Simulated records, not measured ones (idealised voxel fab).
Process module in this document: voxel wiring stack
265 nm wide, 5 nm square cells: that's cross-section cut.
Just so we're on the same page, the cross-sections are grids of square cells, and they're listed out in bands top to bottom, each band one or more rows deep.
What a band's entry tells you: where the top is and where the bottom is, as heights in nm, and after that what lies inside, material by material from left to right, each with its width in nm. Empty space is written as the word "blank", and a single material marked with the word "all across" occupies the band from edge to edge.
Heights are measured from 0, the level below which the as-received wafer is all one material; the lowest band has no bottom and continues downward, written as in "0 and below".
Top row gets the first number, bottom row gets the second, and each row in between changes by the same step: that is how a band width like "30 to 40" works.
You'll sometimes find "no alteration" written for a step, and that's the way of saying that nowhere in the cross-section did a cell change during that step.
Heads up: "Closed void entries" only lists the empty pockets with no open path to the top that are 8 cells or more, and it writes them as width x height at distance, distance from the left edge, in nm.
Note: text after step settings on the step line = simulator remark on that step.
"overlay nm" answers the question of how far to the right of plan the mask lay on a step that has a mask, and when it is negative the answer is to the left.

## This section lists the process steps that were planned
| 1 | op RECEIVE | material Si |
| 2 | op CONFORMAL_DEP | material SiO2 | thk nm 10 |
| 3 | op CONFORMAL_DEP | material SiN | thk nm 5 |
| 4 | op DIRECTIONAL_DEP | material SiO2 | thk nm 15 |
| 5 | op DIRECTIONAL_DEP | material aC | thk nm 10 |
| 6 | op PATTERN | tone open | mask id METAL_1 | material resist | width nm 20 | pitch nm 45 | thk nm 25 | overlay nm 0 |
| 7 | op DIRECTIONAL_ETCH | etch materials aC | depth nm 10 |
| 8 | op STRIP | etch materials resist |
| 9 | op DIRECTIONAL_ETCH | etch materials SiO2 | depth nm 15 |
| 10 | op DIRECTIONAL_ETCH | etch materials SiN | depth nm 5 |
| 11 | op STRIP | etch materials aC |
| 12 | op CONFORMAL_DEP | material TiN | thk nm 5 |
| 13 | op FILL_DEP | material W | thk nm 10 |
| 14 | op CMP | height nm 30 |
| 15 | op CONFORMAL_DEP | material SiCN | thk nm 5 |
| 16 | op DIRECTIONAL_DEP | material SiO2 | thk nm 35 |
| 17 | op DIRECTIONAL_DEP | material aC | thk nm 10 |
| 18 | op PATTERN | tone open | mask id METAL_2_HOLES | material resist | width nm 15 | pitch nm 90 | thk nm 30 | overlay nm 0 |
| 19 | op DIRECTIONAL_ETCH | etch materials aC | depth nm 10 |
| 20 | op STRIP | etch materials resist |
| 21 | op DIRECTIONAL_ETCH | etch materials SiO2 | depth nm 35 |
| 22 | op STRIP | etch materials aC |
| 23 | op MASKED_ETCH | tone open | mask id METAL_2 | width nm 20 | pitch nm 45 | etch materials SiO2 | depth nm 20 | overlay nm 0 |
| 24 | op MASKED_ETCH | tone open | mask id METAL_2 | width nm 20 | pitch nm 45 | etch materials SiCN | depth nm 5 | overlay nm 0 |
| 25 | op CONFORMAL_DEP | material TiN | thk nm 5 |
| 26 | op FILL_DEP | material Cu | thk nm 10 |
| 27 | op CMP | height nm 70 |
| 28 | op CONFORMAL_DEP | material SiCN | thk nm 5 |
| 29 | op DIRECTIONAL_DEP | material lowk | thk nm 25 |
| 30 | op PATTERN | tone open | mask id METAL_3 | material resist | width nm 20 | pitch nm 45 | thk nm 20 | overlay nm 0 |
| 31 | op DIRECTIONAL_ETCH | etch materials lowk | depth nm 15 |
| 32 | op STRIP | etch materials resist |
| 33 | op MASKED_ETCH | tone open | mask id METAL_3_HOLES | width nm 15 | pitch nm 45 | etch materials lowk | depth nm 10 | overlay nm 0 |
| 34 | op MASKED_ETCH | tone open | mask id METAL_3_HOLES | width nm 15 | pitch nm 45 | etch materials SiCN | depth nm 5 | overlay nm 0 |
| 35 | op CONFORMAL_DEP | material TiN | thk nm 5 |
| 36 | op FILL_DEP | material Cu | thk nm 10 |
| 37 | op CMP | height nm 100 |
| 38 | op CONFORMAL_DEP | material SiCN | thk nm 5 |
| 39 | op DIRECTIONAL_DEP | material lowk | thk nm 25 |
| 40 | op MASKED_ETCH | tone open | mask id METAL_4_HOLES | width nm 15 | pitch nm 45 | etch materials lowk | depth nm 25 | overlay nm 0 |
| 41 | op MASKED_ETCH | tone open | mask id METAL_4 | width nm 20 | pitch nm 45 | etch materials lowk | depth nm 15 | overlay nm 0 |
| 42 | op MASKED_ETCH | tone open | mask id METAL_4 | width nm 20 | pitch nm 45 | etch materials SiCN | depth nm 5 | overlay nm 0 |
| 43 | op CONFORMAL_DEP | material TiN | thk nm 5 |
| 44 | op FILL_DEP | material Ru | thk nm 10 |
| 45 | op CMP | height nm 130 |
| 46 | op CONFORMAL_DEP | material SiCN | thk nm 5 |

## Cross-section of the wafer at receipt, which is the condition after step 1
    0 and below: Si all across
    Closed void entries: none

## Final wafer profile in cross-section after the module, from the same start and plan as above, with one mistake made during processing
    135 down to 130: SiCN all across
    130 down to 120: 55 lowk; 5 TiN; 10 Ru; 5 TiN; 25 lowk; 5 TiN; 10 Ru; 5 TiN; 25 lowk; 5 TiN; 10 Ru; 5 TiN; 25 lowk; 5 TiN; 10 Ru; 5 TiN; 55 lowk
    120 down to 115: 55 lowk; 5 TiN; 5 Ru; 10 TiN; 25 lowk; 5 TiN; 5 Ru; 10 TiN; 25 lowk; 5 TiN; 5 Ru; 10 TiN; 25 lowk; 5 TiN; 5 Ru; 10 TiN; 55 lowk
    115 down to 105: 55 lowk; 5 TiN; 5 Ru; 5 TiN; 30 lowk; 5 TiN; 5 Ru; 5 TiN; 30 lowk; 5 TiN; 5 Ru; 5 TiN; 30 lowk; 5 TiN; 5 Ru; 5 TiN; 60 lowk
    105 down to 100: 55 SiCN; 15 TiN; 30 SiCN; 15 TiN; 30 SiCN; 15 TiN; 30 SiCN; 15 TiN; 60 SiCN
    100 down to 90: 55 lowk; 5 TiN; 10 Cu; 5 TiN; 25 lowk; 5 TiN; 10 Cu; 5 TiN; 25 lowk; 5 TiN; 10 Cu; 5 TiN; 25 lowk; 5 TiN; 10 Cu; 5 TiN; 55 lowk
    90 down to 85: 55 lowk; 5 TiN; 5 Cu; 10 TiN; 25 lowk; 5 TiN; 5 Cu; 10 TiN; 25 lowk; 5 TiN; 5 Cu; 10 TiN; 25 lowk; 5 TiN; 5 Cu; 10 TiN; 55 lowk
    85 down to 75: 55 lowk; 5 TiN; 5 Cu; 5 TiN; 30 lowk; 5 TiN; 5 Cu; 5 TiN; 30 lowk; 5 TiN; 5 Cu; 5 TiN; 30 lowk; 5 TiN; 5 Cu; 5 TiN; 60 lowk
    75 down to 70: 55 SiCN; 15 TiN; 30 SiCN; 15 TiN; 30 SiCN; 15 TiN; 30 SiCN; 15 TiN; 60 SiCN
    70 down to 50: 55 SiO2; 5 TiN; 10 Cu; 5 TiN; 25 SiO2; 5 TiN; 10 Cu; 5 TiN; 25 SiO2; 5 TiN; 10 Cu; 5 TiN; 25 SiO2; 5 TiN; 10 Cu; 5 TiN; 55 SiO2
    50 down to 45: 55 SiO2; 5 TiN; 5 Cu; 10 TiN; 25 SiO2; 20 TiN; 25 SiO2; 5 TiN; 5 Cu; 10 TiN; 25 SiO2; 20 TiN; 55 SiO2
    45 down to 35: 55 SiO2; 5 TiN; 5 Cu; 5 TiN; 75 SiO2; 5 TiN; 5 Cu; 5 TiN; 105 SiO2
    35 down to 30: 55 SiCN; 15 TiN; 75 SiCN; 15 TiN; 105 SiCN
    30 down to 15: 55 SiO2; 5 TiN; 10 W; 5 TiN; 25 SiO2; 5 TiN; 10 W; 5 TiN; 25 SiO2; 5 TiN; 10 W; 5 TiN; 25 SiO2; 5 TiN; 10 W; 5 TiN; 55 SiO2
    15 down to 10: 55 SiN; 20 TiN; 25 SiN; 20 TiN; 25 SiN; 20 TiN; 25 SiN; 20 TiN; 55 SiN
    10 down to 0: SiO2 all across
    0 and below: Si all across
    Closed void entries: none
Deviation noted in wafer processing: step 23 went in with a setting other than planned; the actual run was op MASKED_ETCH | tone open | mask id METAL_2 | width nm 20 | pitch nm 45 | etch materials SiO2 | depth nm 25 | overlay nm 0
